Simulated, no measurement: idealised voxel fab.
process module | voxel fin reveal
cross-section cut | 295 nm wide | cells 5 nm
A cross-section is a grid of square cells, given in bands from the top down. A band is one or more rows of cells.
Each band's line starts with the height of the band's top and of its bottom, in nm. Then come its materials from left to right, each with its width in nm. One material with "throughout" fills the band from edge to edge. "air" is empty space.
Height 0 is the level under which the wafer as received is all one material. The lowest band goes on downwards, as in "0 down".
A width such as "30 to 40" changes by the same amount from each row of cells to the next, from the band's top row to its bottom row.
"no change" after a step means that no cell of the cross-section changed.
closed voids: empty space of 8 cells or more with no open way to the top, each as width x height at its distance from the left edge, in nm
after a step's settings: what the simulator itself notes on the step
overlay nm, on a step with a mask: how far to the right of its planned place the mask lay; to the left if negative
Each pair below shows a cross-section before one step and the cross-section after it, down to the lowest band that changed. The line under each pair gives the step between them, with its settings. The pairs can come from different runs of this module on the same starting wafer, so a pair continues from the pair above only where its "before" says so.
before
  0 down: Si throughout
  closed voids: none
after
  5 to 0: SiN throughout
  below 0: unchanged
  closed voids: none
the step between: op CONFORMAL_DEP | material SiN | thk nm 5
before: the cross-section after the pair above
after
  20 to 5: air 80 | resist 15 | air 25 | resist 15 | air 25 | resist 15 | air 25 | resist 15 | air 80
  below 5: unchanged
  closed voids: none
the step between: op PATTERN | tone cover | mask id FINS | material resist | width nm 15 | pitch nm 40 | thk nm 15 | overlay nm 0
before: the cross-section after the pair above
after
  20 to 5: air 80 | resist 15 | air 25 | resist 15 | air 25 | resist 15 | air 25 | resist 15 | air 80
  5 to 0: air 80 | SiN 15 | air 25 | SiN 15 | air 25 | SiN 15 | air 25 | SiN 15 | air 80
  below 0: unchanged
  closed voids: none
the step between: op DIRECTIONAL_ETCH | etch materials SiN | depth nm 5
before: the cross-section after the pair above
after
  20 to 5: air 80 | resist 15 | air 25 | resist 15 | air 25 | resist 15 | air 25 | resist 15 | air 80
  5 to 0: air 80 | SiN 15 | air 25 | SiN 15 | air 25 | SiN 15 | air 25 | SiN 15 | air 80
  0 to -40: air 80 | Si 15 | air 25 | Si 15 | air 25 | Si 15 | air 25 | Si 15 | air 80
  below -40: unchanged
  closed voids: none
the step between: op DIRECTIONAL_ETCH | etch materials Si | depth nm 40
before: the cross-section after the pair above
after
  5 to 0: air 80 | SiN 15 | air 25 | SiN 15 | air 25 | SiN 15 | air 25 | SiN 15 | air 80
  below 0: unchanged
  closed voids: none
the step between: op STRIP | etch materials resist
before: the cross-section after the pair above
after
  10 to 5: SiO2 throughout
  5 to 0: SiO2 80 | SiN 15 | SiO2 25 | SiN 15 | SiO2 25 | SiN 15 | SiO2 25 | SiN 15 | SiO2 80
  0 to -40: SiO2 80 | Si 15 | SiO2 25 | Si 15 | SiO2 25 | Si 15 | SiO2 25 | Si 15 | SiO2 80
  below -40: unchanged
  closed voids: none
the step between: op FILL_DEP | material SiO2 | thk nm 5
before: the cross-section after the pair above
after
  5 to 0: SiO2 80 | SiN 15 | SiO2 25 | SiN 15 | SiO2 25 | SiN 15 | SiO2 25 | SiN 15 | SiO2 80
  below 0: unchanged
  closed voids: none
the step between: op CMP | height nm 5
before: the cross-section after the pair above
after
  5 to 0: air 80 | SiN 15 | air 25 | SiN 15 | air 25 | SiN 15 | air 25 | SiN 15 | air 80
  0 to -25: air 80 | Si 15 | air 25 | Si 15 | air 25 | Si 15 | air 25 | Si 15 | air 80
  below -25: unchanged
  closed voids: none
the step between: op SELECTIVE_ETCH | etch materials SiO2 | depth nm 30
before: the cross-section after the pair above
after
  0 to -25: air 80 | Si 15 | air 25 | Si 15 | air 25 | Si 15 | air 25 | Si 15 | air 80
  below -25: unchanged
  closed voids: none
the step between: op STRIP | etch materials SiN
before: the cross-section after the pair above
after
  5 to 0: air 75 | SiO2 25 | air 15 | SiO2 25 | air 15 | SiO2 25 | air 15 | SiO2 25 | air 75
  0 to -20: air 75 | SiO2 5 | Si 15 | SiO2 5 | air 15 | SiO2 5 | Si 15 | SiO2 5 | air 15 | SiO2 5 | Si 15 | SiO2 5 | air 15 | SiO2 5 | Si 15 | SiO2 5 | air 75
  -20 to -40: SiO2 80 | Si 15 | SiO2 25 | Si 15 | SiO2 25 | Si 15 | SiO2 25 | Si 15 | SiO2 80
  below -40: unchanged
  closed voids: none
the step between: op CONFORMAL_DEP | material SiO2 | thk nm 5
before
  5 to 0: SiO2 80 | SiN 15 | SiO2 25 | SiN 15 | SiO2 25 | SiN 15 | SiO2 25 | SiN 15 | SiO2 80
  0 to -40: SiO2 80 | Si 15 | SiO2 25 | Si 15 | SiO2 25 | Si 15 | SiO2 25 | Si 15 | SiO2 80
  -40 down: Si throughout
  closed voids: none
after
  5 to 0: SiO2 80 | air 15 | SiO2 25 | air 15 | SiO2 25 | air 15 | SiO2 25 | air 15 | SiO2 80
  below 0: unchanged
  closed voids: none
the step between: op STRIP | etch materials SiN
before: the cross-section after the pair above
after
  0 to -25: air 80 | Si 15 | air 25 | Si 15 | air 25 | Si 15 | air 25 | Si 15 | air 80
  -25 to -30: SiO2 50 | air 30 | Si 15 | air 25 | Si 15 | air 25 | Si 15 | air 25 | Si 15 | air 30 | SiO2 50
  below -30: unchanged
  closed voids: none
the step between: op SELECTIVE_ETCH | etch materials SiO2 | depth nm 30
before: the cross-section after the pair above
after
  5 to 0: air 75 | SiO2 25 | air 15 | SiO2 25 | air 15 | SiO2 25 | air 15 | SiO2 25 | air 75
  0 to -20: air 75 | SiO2 5 | Si 15 | SiO2 5 | air 15 | SiO2 5 | Si 15 | SiO2 5 | air 15 | SiO2 5 | Si 15 | SiO2 5 | air 15 | SiO2 5 | Si 15 | SiO2 5 | air 75
  -20 to -25: SiO2 55 | air 20 | SiO2 5 | Si 15 | SiO2 5 | air 15 | SiO2 5 | Si 15 | SiO2 5 | air 15 | SiO2 5 | Si 15 | SiO2 5 | air 15 | SiO2 5 | Si 15 | SiO2 5 | air 20 | SiO2 55
  -25 to -40: SiO2 80 | Si 15 | SiO2 25 | Si 15 | SiO2 25 | Si 15 | SiO2 25 | Si 15 | SiO2 80
  below -40: unchanged
  closed voids: none
the step between: op CONFORMAL_DEP | material SiO2 | thk nm 5
before
  0 to -25: air 80 | Si 15 | air 25 | Si 15 | air 25 | Si 15 | air 25 | Si 15 | air 80
  -25 to -40: SiO2 80 | Si 15 | SiO2 25 | Si 15 | SiO2 25 | Si 15 | SiO2 25 | Si 15 | SiO2 80
  -40 down: Si throughout
  closed voids: none
after
  15 to 0: air 65 | SiO2 165 | air 65
  0 to -10: air 65 | SiO2 15 | Si 15 | SiO2 25 | Si 15 | SiO2 25 | Si 15 | SiO2 25 | Si 15 | SiO2 15 | air 65
  -10 to -40: SiO2 80 | Si 15 | SiO2 25 | Si 15 | SiO2 25 | Si 15 | SiO2 25 | Si 15 | SiO2 80
  below -40: unchanged
  closed voids: none
the step between: op CONFORMAL_DEP | material SiO2 | thk nm 15
before
  5 to 0: SiN throughout
  0 down: Si throughout
  closed voids: none
after
  20 to 5: air 75 | resist 25 | air 15 | resist 25 | air 15 | resist 25 | air 15 | resist 25 | air 75
  below 5: unchanged
  closed voids: none
the step between: op PATTERN | tone cover | mask id FINS | material resist | width nm 25 | pitch nm 40 | thk nm 15 | overlay nm 0
before: the cross-section after the pair above
after
  20 to 5: air 75 | resist 25 | air 15 | resist 25 | air 15 | resist 25 | air 15 | resist 25 | air 75
  5 to 0: air 75 | SiN 25 | air 15 | SiN 25 | air 15 | SiN 25 | air 15 | SiN 25 | air 75
  below 0: unchanged
  closed voids: none
the step between: op DIRECTIONAL_ETCH | etch materials SiN | depth nm 5
before: the cross-section after the pair above
after
  20 to 5: air 75 | resist 25 | air 15 | resist 25 | air 15 | resist 25 | air 15 | resist 25 | air 75
  5 to 0: air 75 | SiN 25 | air 15 | SiN 25 | air 15 | SiN 25 | air 15 | SiN 25 | air 75
  0 to -40: air 75 | Si 25 | air 15 | Si 25 | air 15 | Si 25 | air 15 | Si 25 | air 75
  below -40: unchanged
  closed voids: none
the step between: op DIRECTIONAL_ETCH | etch materials Si | depth nm 40
before: the cross-section after the pair above
after
  5 to 0: air 75 | SiN 25 | air 15 | SiN 25 | air 15 | SiN 25 | air 15 | SiN 25 | air 75
  below 0: unchanged
  closed voids: none
the step between: op STRIP | etch materials resist
before: the cross-section after the pair above
after
  10 to 5: SiO2 throughout
  5 to 0: SiO2 75 | SiN 25 | SiO2 15 | SiN 25 | SiO2 15 | SiN 25 | SiO2 15 | SiN 25 | SiO2 75
  0 to -40: SiO2 75 | Si 25 | SiO2 15 | Si 25 | SiO2 15 | Si 25 | SiO2 15 | Si 25 | SiO2 75
  below -40: unchanged
  closed voids: none
the step between: op FILL_DEP | material SiO2 | thk nm 5
before: the cross-section after the pair above
after
  5 to 0: SiO2 75 | SiN 25 | SiO2 15 | SiN 25 | SiO2 15 | SiN 25 | SiO2 15 | SiN 25 | SiO2 75
  below 0: unchanged
  closed voids: none
the step between: op CMP | height nm 5
before: the cross-section after the pair above
after
  5 to 0: air 75 | SiN 25 | air 15 | SiN 25 | air 15 | SiN 25 | air 15 | SiN 25 | air 75
  0 to -25: air 75 | Si 25 | air 15 | Si 25 | air 15 | Si 25 | air 15 | Si 25 | air 75
  below -25: unchanged
  closed voids: none
the step between: op SELECTIVE_ETCH | etch materials SiO2 | depth nm 30
before: the cross-section after the pair above
after
  0 to -25: air 75 | Si 25 | air 15 | Si 25 | air 15 | Si 25 | air 15 | Si 25 | air 75
  below -25: unchanged
  closed voids: none
the step between: op STRIP | etch materials SiN
before: the cross-section after the pair above
after
  5 to 0: air 70 | SiO2 35 | air 5 | SiO2 35 | air 5 | SiO2 35 | air 5 | SiO2 35 | air 70
  0 to -20: air 70 | SiO2 5 | Si 25 | SiO2 5 | air 5 | SiO2 5 | Si 25 | SiO2 5 | air 5 | SiO2 5 | Si 25 | SiO2 5 | air 5 | SiO2 5 | Si 25 | SiO2 5 | air 70
  -20 to -40: SiO2 75 | Si 25 | SiO2 15 | Si 25 | SiO2 15 | Si 25 | SiO2 15 | Si 25 | SiO2 75
  below -40: unchanged
  closed voids: none
the step between: op CONFORMAL_DEP | material SiO2 | thk nm 5
before
  5 to 0: SiN throughout
  0 down: Si throughout
  closed voids: none
after
  20 to 5: air 75 | resist 15 | air 25 | resist 15 | air 25 | resist 15 | air 25 | resist 15 | air 85
  below 5: unchanged
  closed voids: none
the step between: op PATTERN | tone cover | mask id FINS | material resist | width nm 15 | pitch nm 40 | thk nm 15 | overlay nm -5
before: the cross-section after the pair above
after
  20 to 5: air 75 | resist 15 | air 25 | resist 15 | air 25 | resist 15 | air 25 | resist 15 | air 85
  5 to 0: air 75 | SiN 15 | air 25 | SiN 15 | air 25 | SiN 15 | air 25 | SiN 15 | air 85
  below 0: unchanged
  closed voids: none
the step between: op DIRECTIONAL_ETCH | etch materials SiN | depth nm 5
before: the cross-section after the pair above
after
  20 to 5: air 75 | resist 15 | air 25 | resist 15 | air 25 | resist 15 | air 25 | resist 15 | air 85
  5 to 0: air 75 | SiN 15 | air 25 | SiN 15 | air 25 | SiN 15 | air 25 | SiN 15 | air 85
  0 to -40: air 75 | Si 15 | air 25 | Si 15 | air 25 | Si 15 | air 25 | Si 15 | air 85
  below -40: unchanged
  closed voids: none
the step between: op DIRECTIONAL_ETCH | etch materials Si | depth nm 40
before: the cross-section after the pair above
after
  5 to 0: air 75 | SiN 15 | air 25 | SiN 15 | air 25 | SiN 15 | air 25 | SiN 15 | air 85
  below 0: unchanged
  closed voids: none
the step between: op STRIP | etch materials resist
before: the cross-section after the pair above
after
  10 to 5: SiO2 throughout
  5 to 0: SiO2 75 | SiN 15 | SiO2 25 | SiN 15 | SiO2 25 | SiN 15 | SiO2 25 | SiN 15 | SiO2 85
  0 to -40: SiO2 75 | Si 15 | SiO2 25 | Si 15 | SiO2 25 | Si 15 | SiO2 25 | Si 15 | SiO2 85
  below -40: unchanged
  closed voids: none
the step between: op FILL_DEP | material SiO2 | thk nm 5
before: the cross-section after the pair above
after
  5 to 0: SiO2 75 | SiN 15 | SiO2 25 | SiN 15 | SiO2 25 | SiN 15 | SiO2 25 | SiN 15 | SiO2 85
  below 0: unchanged
  closed voids: none
the step between: op CMP | height nm 5
before: the cross-section after the pair above
after
  5 to 0: air 75 | SiN 15 | air 25 | SiN 15 | air 25 | SiN 15 | air 25 | SiN 15 | air 85
  0 to -25: air 75 | Si 15 | air 25 | Si 15 | air 25 | Si 15 | air 25 | Si 15 | air 85
  below -25: unchanged
  closed voids: none
the step between: op SELECTIVE_ETCH | etch materials SiO2 | depth nm 30
before: the cross-section after the pair above
after
  0 to -25: air 75 | Si 15 | air 25 | Si 15 | air 25 | Si 15 | air 25 | Si 15 | air 85
  below -25: unchanged
  closed voids: none
the step between: op STRIP | etch materials SiN
before: the cross-section after the pair above
after
  5 to 0: air 70 | SiO2 25 | air 15 | SiO2 25 | air 15 | SiO2 25 | air 15 | SiO2 25 | air 80
  0 to -20: air 70 | SiO2 5 | Si 15 | SiO2 5 | air 15 | SiO2 5 | Si 15 | SiO2 5 | air 15 | SiO2 5 | Si 15 | SiO2 5 | air 15 | SiO2 5 | Si 15 | SiO2 5 | air 80
  -20 to -40: SiO2 75 | Si 15 | SiO2 25 | Si 15 | SiO2 25 | Si 15 | SiO2 25 | Si 15 | SiO2 85
  below -40: unchanged
  closed voids: none
the step between: op CONFORMAL_DEP | material SiO2 | thk nm 5
before
  0 to -25: air 80 | Si 15 | air 25 | Si 15 | air 25 | Si 15 | air 25 | Si 15 | air 80
  -25 to -40: SiO2 80 | Si 15 | SiO2 25 | Si 15 | SiO2 25 | Si 15 | SiO2 25 | Si 15 | SiO2 80
  -40 down: Si throughout
  closed voids: none
after
  5 to 0: air 75 | SiN 25 | air 15 | SiN 25 | air 15 | SiN 25 | air 15 | SiN 25 | air 75
  0 to -20: air 75 | SiN 5 | Si 15 | SiN 5 | air 15 | SiN 5 | Si 15 | SiN 5 | air 15 | SiN 5 | Si 15 | SiN 5 | air 15 | SiN 5 | Si 15 | SiN 5 | air 75
  -20 to -25: SiN 80 | Si 15 | SiN 25 | Si 15 | SiN 25 | Si 15 | SiN 25 | Si 15 | SiN 80
  below -25: unchanged
  closed voids: none
the step between: op CONFORMAL_DEP | material SiN | thk nm 5
before
  5 to 0: SiN throughout
  0 down: Si throughout
  closed voids: none
after
  20 to 5: resist 80 | air 15 | resist 25 | air 15 | resist 25 | air 15 | resist 25 | air 15 | resist 80
  below 5: unchanged
  closed voids: none
the step between: op PATTERN | tone open | mask id FINS | material resist | width nm 15 | pitch nm 40 | thk nm 15 | overlay nm 0
before: the cross-section after the pair above
after
  20 to 5: resist 80 | air 15 | resist 25 | air 15 | resist 25 | air 15 | resist 25 | air 15 | resist 80
  5 to 0: SiN 80 | air 15 | SiN 25 | air 15 | SiN 25 | air 15 | SiN 25 | air 15 | SiN 80
  below 0: unchanged
  closed voids: none
the step between: op DIRECTIONAL_ETCH | etch materials SiN | depth nm 5
before: the cross-section after the pair above
after
  20 to 5: resist 80 | air 15 | resist 25 | air 15 | resist 25 | air 15 | resist 25 | air 15 | resist 80
  5 to 0: SiN 80 | air 15 | SiN 25 | air 15 | SiN 25 | air 15 | SiN 25 | air 15 | SiN 80
  0 to -40: Si 80 | air 15 | Si 25 | air 15 | Si 25 | air 15 | Si 25 | air 15 | Si 80
  below -40: unchanged
  closed voids: none
the step between: op DIRECTIONAL_ETCH | etch materials Si | depth nm 40
before: the cross-section after the pair above
after
  5 to 0: SiN 80 | air 15 | SiN 25 | air 15 | SiN 25 | air 15 | SiN 25 | air 15 | SiN 80
  below 0: unchanged
  closed voids: none
the step between: op STRIP | etch materials resist
before: the cross-section after the pair above
after
  10 to 5: SiO2 throughout
  5 to 0: SiN 80 | SiO2 15 | SiN 25 | SiO2 15 | SiN 25 | SiO2 15 | SiN 25 | SiO2 15 | SiN 80
  0 to -40: Si 80 | SiO2 15 | Si 25 | SiO2 15 | Si 25 | SiO2 15 | Si 25 | SiO2 15 | Si 80
  below -40: unchanged
  closed voids: none
the step between: op FILL_DEP | material SiO2 | thk nm 5
before: the cross-section after the pair above
after
  5 to 0: SiN 80 | SiO2 15 | SiN 25 | SiO2 15 | SiN 25 | SiO2 15 | SiN 25 | SiO2 15 | SiN 80
  below 0: unchanged
  closed voids: none
the step between: op CMP | height nm 5
before: the cross-section after the pair above
after
  5 to 0: SiN 80 | air 15 | SiN 25 | air 15 | SiN 25 | air 15 | SiN 25 | air 15 | SiN 80
  0 to -25: Si 80 | air 15 | Si 25 | air 15 | Si 25 | air 15 | Si 25 | air 15 | Si 80
  below -25: unchanged
  closed voids: none
the step between: op SELECTIVE_ETCH | etch materials SiO2 | depth nm 30
before: the cross-section after the pair above
after
  0 to -25: Si 80 | air 15 | Si 25 | air 15 | Si 25 | air 15 | Si 25 | air 15 | Si 80
  below -25: unchanged
  closed voids: none
the step between: op STRIP | etch materials SiN
before: the cross-section after the pair above
after
  5 to 0: SiO2 85 | air 5 | SiO2 35 | air 5 | SiO2 35 | air 5 | SiO2 35 | air 5 | SiO2 85
  0 to -20: Si 80 | SiO2 5 | air 5 | SiO2 5 | Si 25 | SiO2 5 | air 5 | SiO2 5 | Si 25 | SiO2 5 | air 5 | SiO2 5 | Si 25 | SiO2 5 | air 5 | SiO2 5 | Si 80
  -20 to -40: Si 80 | SiO2 15 | Si 25 | SiO2 15 | Si 25 | SiO2 15 | Si 25 | SiO2 15 | Si 80
  below -40: unchanged
  closed voids: none
the step between: op CONFORMAL_DEP | material SiO2 | thk nm 5
